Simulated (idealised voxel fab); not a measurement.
This is a process module. Its name is voxel air gaps.
The figure presents cross-section cut, which has a width of 265 nm and is divided into square cells with an edge length of 5 nm.
The cross-sections in this document take the form of a grid made of square cells. They are written out as bands, in order from top to bottom. Each band consists of one or more rows of cells. It is stipulated that each band's entry specify, in nanometres, the height of the top of the band and then that of its bottom, followed by the materials of the band in left-to-right sequence, each together with its width in nanometres. A single material marked by the word "edge to edge" is understood to fill the band from edge to edge; the word "empty" is understood to denote empty space. Where do heights start? At 0: under that level the wafer as delivered is made of one material only. And the lowest band has no floor; it just carries on downward, as in "0 -> down". Top row gets the first number, bottom row gets the second, and each row in between changes by the same step: that is how a band width like "30..40" works. Step note "no modifications" = no cross-section cell changed. "Enclosed internal cavities" - sealed voids, min. 8 cells, no opening to top; format: width x height at distance (distance from left edge; nm throughout). If you see something after the settings on a step's line, that's the simulator's own remark about that step. Regarding "overlay nm": on a step with a mask, it is the distance the mask lay to the right of its planned place; a negative value places it to the left.
Here's what the planned process steps look like:
1. RECEIVE: material Si
2. CONFORMAL_DEP: material SiO2, thk nm 10
3. CONFORMAL_DEP: material SiN, thk nm 5
4. DIRECTIONAL_DEP: material lowk, thk nm 40
5. PATTERN: tone open, mask id LINES, material resist, width nm 20, pitch nm 45, thk nm 15, overlay nm 0
6. DIRECTIONAL_ETCH: etch materials lowk, depth nm 40
7. STRIP: etch materials resist
8. CONFORMAL_DEP: material TiN, thk nm 5
9. FILL_DEP: material Cu, thk nm 5
10. CMP: height nm 55
11. EPI: material Ru, thk nm 10
12. SELECTIVE_ETCH: etch materials lowk, depth nm 50
13. CONFORMAL_DEP: material SiN, thk nm 5
As-received wafer cross-section (after step 1):
> 0 -> down: Si edge to edge
> Enclosed internal cavities: none
Cross-sectional view of the first of the two wafers upon completion of the module, processed in accordance with the plan:
> 70 -> 65: empty: 40; SiN: 185; empty: 40
> 65 -> 55: empty: 40; SiN: 5; Ru: 40; SiN: 5; Ru: 40; SiN: 5; Ru: 40; SiN: 5; Ru: 40; SiN: 5; empty: 40
> 55 -> 50: empty: 40; SiN: 15; TiN: 5; Cu: 10; TiN: 5; SiN: 25; TiN: 5; Cu: 10; TiN: 5; SiN: 25; TiN: 5; Cu: 10; TiN: 5; SiN: 25; TiN: 5; Cu: 10; TiN: 5; SiN: 15; empty: 40
> 50 -> 20: empty: 50; SiN: 5; TiN: 5; Cu: 10; TiN: 5; SiN: 5; empty: 15; SiN: 5; TiN: 5; Cu: 10; TiN: 5; SiN: 5; empty: 15; SiN: 5; TiN: 5; Cu: 10; TiN: 5; SiN: 5; empty: 15; SiN: 5; TiN: 5; Cu: 10; TiN: 5; SiN: 5; empty: 50
> 20 -> 15: SiN: 55; TiN: 20; SiN: 25; TiN: 20; SiN: 25; TiN: 20; SiN: 25; TiN: 20; SiN: 55
> 15 -> 10: SiN edge to edge
> 10 -> 0: SiO2 edge to edge
> 0 -> down: Si edge to edge
> Enclosed internal cavities: 15 x 30 at 80; 15 x 30 at 125; 15 x 30 at 170
Here's the second of our two wafers sectioned at module end. Same start as the first, same plan, but one mistake got made running it:
> 70 -> 65: SiN edge to edge
> 65 -> 55: Ru edge to edge
> 55 -> 50: TiN: 60; Cu: 10; TiN: 35; Cu: 10; TiN: 35; Cu: 10; TiN: 35; Cu: 10; TiN: 60
> 50 -> 15: lowk: 55; TiN: 5; Cu: 10; TiN: 5; lowk: 25; TiN: 5; Cu: 10; TiN: 5; lowk: 25; TiN: 5; Cu: 10; TiN: 5; lowk: 25; TiN: 5; Cu: 10; TiN: 5; lowk: 55
> 15 -> 10: lowk: 55; TiN: 20; lowk: 25; TiN: 20; lowk: 25; TiN: 20; lowk: 25; TiN: 20; lowk: 55
> 10 -> 0: SiO2 edge to edge
> 0 -> down: Si edge to edge
> Enclosed internal cavities: none
Plan not followed: plan step 3 skipped
Cell-count delta at end, second wafer over first, by material: Cu +8 | Ru +42 | SiN -153 | TiN +45 | lowk +296
closed voids at the end (first wafer, second wafer): 3, 0
